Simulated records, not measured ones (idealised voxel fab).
The document below concerns the process module designated voxel capacitor over wiring.
The figure presents cross-section cut, which has a width of 165 nm and is divided into square cells with an edge length of 5 nm.
How to read a cross-section here: the picture is a grid of square cells, written as bands going from the top down, and any band can span one or more rows of cells.
Quick guide to a band line: top height, bottom height (nm) up front; then every material left to right with its width in nm. Only one material and it's marked "all across"? Then it fills the band edge to edge. And "empty" just means empty space.
Heights are measured from 0, the level below which the as-received wafer is all one material; the lowest band has no bottom and continues downward, written as in "0..down".
A two-number width, for instance "30->40", indicates that the width is equal to the first number in the top row of the band and to the second number in the bottom row, and that it changes by a constant amount per row of cells.
"nothing was modified" for a step: no cell of the cross-section changed in that step.
Empty spaces without an open route to the top, at least 8 cells in extent, make up the entry "Sealed void inventory"; each is given as width x height at distance, where the distance is measured from the left edge, and all are in nm.
Read whatever lies past the settings on a step's line as the simulator's own remark about the step.
A step line may carry the setting "overlay nm", which, for steps involving a mask, states the distance by which the mask lay to the right of its intended position; negative values denote displacement to the left.

## The planned process steps are enumerated hereunder
1,RECEIVE (material Si)
2,CONFORMAL_DEP (material SiO2; thk nm 15)
3,DIRECTIONAL_DEP (material TiN; thk nm 5)
4,DIRECTIONAL_DEP (material W; thk nm 15)
5,DIRECTIONAL_DEP (material aC; thk nm 10)
6,PATTERN (tone cover; mask id METAL_1; material resist; width nm 30; pitch nm 80; thk nm 25; overlay nm 0)
7,DIRECTIONAL_ETCH (etch materials aC; depth nm 10)
8,STRIP (etch materials resist)
9,DIRECTIONAL_ETCH (etch materials W; depth nm 15)
10,DIRECTIONAL_ETCH (etch materials TiN; depth nm 5)
11,STRIP (etch materials aC)
12,CONFORMAL_DEP (material SiCN; thk nm 5)
13,FILL_DEP (material lowk; thk nm 5)
14,CMP (height nm 35)
15,CONFORMAL_DEP (material SiCN; thk nm 5)
16,DIRECTIONAL_DEP (material SiO2; thk nm 15)
17,MASKED_ETCH (tone open; mask id PLUG_1; width nm 15; etch materials SiO2; depth nm 15; overlay nm 0)
18,MASKED_ETCH (tone open; mask id PLUG_1; width nm 15; etch materials SiCN; depth nm 5; overlay nm 0)
19,EPI (material Ru; thk nm 10)
20,EPI (material Ru; thk nm 10)
21,DIRECTIONAL_DEP (material TiN; thk nm 10)
22,DIRECTIONAL_DEP (material SiN; thk nm 5)
23,DIRECTIONAL_DEP (material TiN; thk nm 5)
24,PATTERN (tone cover; mask id UPPER_PLATE; material resist; width nm 55; thk nm 15; overlay nm 0)
25,DIRECTIONAL_ETCH (etch materials TiN; depth nm 5)
26,DIRECTIONAL_ETCH (etch materials SiN; depth nm 5)
27,STRIP (etch materials resist)
28,MASKED_ETCH (tone cover; mask id LOWER_PLATE; width nm 65; etch materials TiN; depth nm 10; overlay nm 0)
29,FILL_DEP (material SiO2; thk nm 15)
30,CMP (height nm 85)
31,MASKED_ETCH (tone open; mask id PLUG_2; width nm 15; etch materials SiO2; depth nm 10; overlay nm 0)
32,CONFORMAL_DEP (material TiN; thk nm 5)
33,FILL_DEP (material Cu; thk nm 5)
34,CMP (height nm 85)
35,CONFORMAL_DEP (material SiN; thk nm 5)

## As-received state of the wafer in cross-section, equivalent to post-step 1
> 0..down = Si all across
> Sealed void inventory: none

## Here's the cross-section of the first of our two wafers at the end of the module - it ran as planned
> 90..85 = SiN all across
> 85..80 = 50 SiO2  5 TiN  5 Cu  5 TiN  100 SiO2
> 80..70 = 50->40 SiO2  15->55 TiN  100->70 SiO2
> 70..65 = 40 SiO2  55 SiN  70 SiO2
> 65..55 = 35 SiO2  65 TiN  65 SiO2
> 55..40 = 40 SiO2  15 Ru  110 SiO2
> 40..35 = 40 SiCN  15 Ru  110 SiCN
> 35..20 = 20 lowk  5 SiCN  30 W  5 SiCN  40 lowk  5 SiCN  30 W  5 SiCN  25 lowk
> 20..15 = 25 SiCN  30 TiN  50 SiCN  30 TiN  30 SiCN
> 15..0 = SiO2 all across
> 0..down = Si all across
> Sealed void inventory: none

## Wafer two, end of module, cross-section. Same start, same plan as wafer one. One mistake in the run
> 90..85 = SiN all across
> 85..80 = 50 SiO2  5 TiN  5 Cu  5 TiN  100 SiO2
> 80..70 = 50->40 SiO2  15->55 TiN  100->70 SiO2
> 70..65 = 40 SiO2  55 SiN  70 SiO2
> 65..55 = 35 SiO2  65 TiN  65 SiO2
> 55..40 = 40 SiO2  15 Ru  110 SiO2
> 40..35 = 40 SiCN  15 Ru  110 SiCN
> 35..30 = 25 SiCN  30 TiN  50 SiCN  30 TiN  30 SiCN
> 30..0 = SiO2 all across
> 0..down = Si all across
> Sealed void inventory: none
Deviation noted in wafer processing: step 2 of the plan was executed twice over
End check, counted in cells, second wafer has more or fewer of these materials than the first: SiCN -12, SiO2 +99, W -36, lowk -51
